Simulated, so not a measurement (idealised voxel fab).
Module name: voxel released beams (process module)
Displayed cross-section: cut, width of 185 nm, square cells sized 5 nm.
Throughout this document, each cross-section is represented as a grid of square cells and is presented as a sequence of bands enumerated from the top downward, where a band comprises one or more rows of cells. Look at the band entry: it leads with the top's height and the bottom's height in nm. Then it lists the materials left to right, with a width in nm for each. The word "edge to edge" on a single material says that material fills the band edge to edge. The word "air" is empty space. Height is counted from the level 0, under which the received wafer is composed throughout of one material. The lowest of the bands is not closed at the bottom but continues downward, in the notation "0 nm and below". Graded width ("30 to 40"): value in top row of band = first number; value in bottom row = second number; row-to-row change constant. The cross-section has no changed cell in any step marked "remained unchanged". In "Voids, sealed" the enclosed voids are listed, meaning empty spaces of 8 cells or larger without any opening to the top. The form is width x height at distance, distance from the left edge, units nm. Whatever follows a step's settings on its line is a remark the simulator itself makes about that step. Steps that use a mask can have "overlay nm" on their line. It says how far the mask sat to the right of where it was meant to be. Negative means to the left.
[Steps planned for the process]
step 1: RECEIVE | material Si
step 2: CONFORMAL_DEP | material SiN | thk nm 5
step 3: DIRECTIONAL_DEP | material SiO2 | thk nm 10
step 4: DIRECTIONAL_DEP | material aC | thk nm 10
step 5: PATTERN | tone open | mask id ANCHOR | material resist | width nm 30 | thk nm 30 | overlay nm -15
step 6: DIRECTIONAL_ETCH | etch materials aC | depth nm 10
step 7: STRIP | etch materials resist
step 8: DIRECTIONAL_ETCH | etch materials SiO2 | depth nm 10
step 9: STRIP | etch materials aC
step 10: CONFORMAL_DEP | material polySi | thk nm 10
step 11: DIRECTIONAL_DEP | material aC | thk nm 15
step 12: PATTERN | tone cover | mask id BEAM | material resist | width nm 80 | thk nm 35 | overlay nm 0
step 13: DIRECTIONAL_ETCH | etch materials aC | depth nm 15
step 14: STRIP | etch materials resist
step 15: DIRECTIONAL_ETCH | etch materials polySi | depth nm 10
step 16: STRIP | etch materials aC
step 17: STRIP | etch materials SiO2
The wafers are alike at the start. At step 5, their overlay nm differs. The plan lists the first wafer's value.
[So this is the first of several wafers, cross-sectioned as it came to us, meaning it's at the end of step 1]
- 0 nm and below | Si edge to edge
- Voids, sealed: none
[Wafer rows, end of module: cells per material gained (+) or lost (-) since receipt; closed voids last]
overlay nm -15 | +37 SiN | +40 polySi | Voids, sealed: none
overlay nm -10 | +37 SiN | +40 polySi | Voids, sealed: none
overlay nm -5 | +37 SiN | +40 polySi | Voids, sealed: none
overlay nm 0 | +37 SiN | +40 polySi | Voids, sealed: none
overlay nm 5 | +37 SiN | +40 polySi | Voids, sealed: none
overlay nm 10 | +37 SiN | +40 polySi | Voids, sealed: none
overlay nm 15 | +37 SiN | +40 polySi | Voids, sealed: none
